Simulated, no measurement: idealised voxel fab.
Process module, titled voxel fin reveal
We display cut, a cross-section 220 nm in width whose square cells are each 5 nm.
Format of a cross-section: grid, square cells. Given as bands. Order: top down. Band: one or more rows of cells.
Band: top height; bottom height; in nm. Then, left to right: material with width in nm, for each material. "full width": a single material spanning edge to edge. "blank": empty space.
A quick word on heights: they are counted from 0, and under that level the wafer as it came to us is one material throughout. The lowest band is different from the rest in having no bottom; it simply continues downward, written as in "from 0 down".
The two numbers in a width such as "30..40" mark its ends across the band: the first belongs to the top row of cells, the second to the bottom row, and from each row to the next the width moves by the same amount.
Reading "remained unchanged" for a step: not a cell of the cross-section changed in it.
Entry "Sealed-off cavities". Content: empty spaces with no open connection to the top, size 8 cells or greater. Each: width x height at distance. Distance: from left edge. Unit: nm.
What comes after the settings on a step's line is commentary from the simulator itself on that step.
overlay nm: mask right of planned place by this much (step with mask). Neg. = left.

# Below is the list of planned process steps
1,RECEIVE with material Si
2,CONFORMAL_DEP with material SiN, thk nm 10
3,PATTERN with tone cover, mask id FINS, material resist, width nm 15, pitch nm 35, thk nm 20, overlay nm 0
4,DIRECTIONAL_ETCH with etch materials SiN, depth nm 10
5,DIRECTIONAL_ETCH with etch materials Si, depth nm 30
6,STRIP with etch materials resist
7,FILL_DEP with material SiO2, thk nm 15
8,CMP with height nm 10
9,SELECTIVE_ETCH with etch materials SiO2, depth nm 25
10,STRIP with etch materials SiN

# So this is the incoming wafer in cross-section - it's already been through step 1
    from 0 down: Si full width
    Sealed-off cavities: none

# First of two wafers, end-of-module section, run followed plan
    from 0 to -15: 85 nm blank, then 15 nm Si, then 20 nm blank, then 15 nm Si, then 85 nm blank
    from -15 to -30: 85 nm SiO2, then 15 nm Si, then 20 nm SiO2, then 15 nm Si, then 85 nm SiO2
    from -30 down: Si full width
    Sealed-off cavities: none

# Same start, same plan as the first wafer - but one mistake in the run. Cross-section of the second of the two at the end of the module
    from 10 to 0: 85 nm blank, then 15 nm SiN, then 20 nm blank, then 15 nm SiN, then 85 nm blank
    from 0 to -30: 85 nm blank, then 15 nm Si, then 20 nm blank, then 15 nm Si, then 85 nm blank
    from -30 down: Si full width
    Sealed-off cavities: none
What was the processing mistake? note that step 10 departed from the planned setting and was carried out as STRIP with etch materials SiO2
Final cells, second wafer relative to first, materials higher or lower: SiN +12 | SiO2 -114
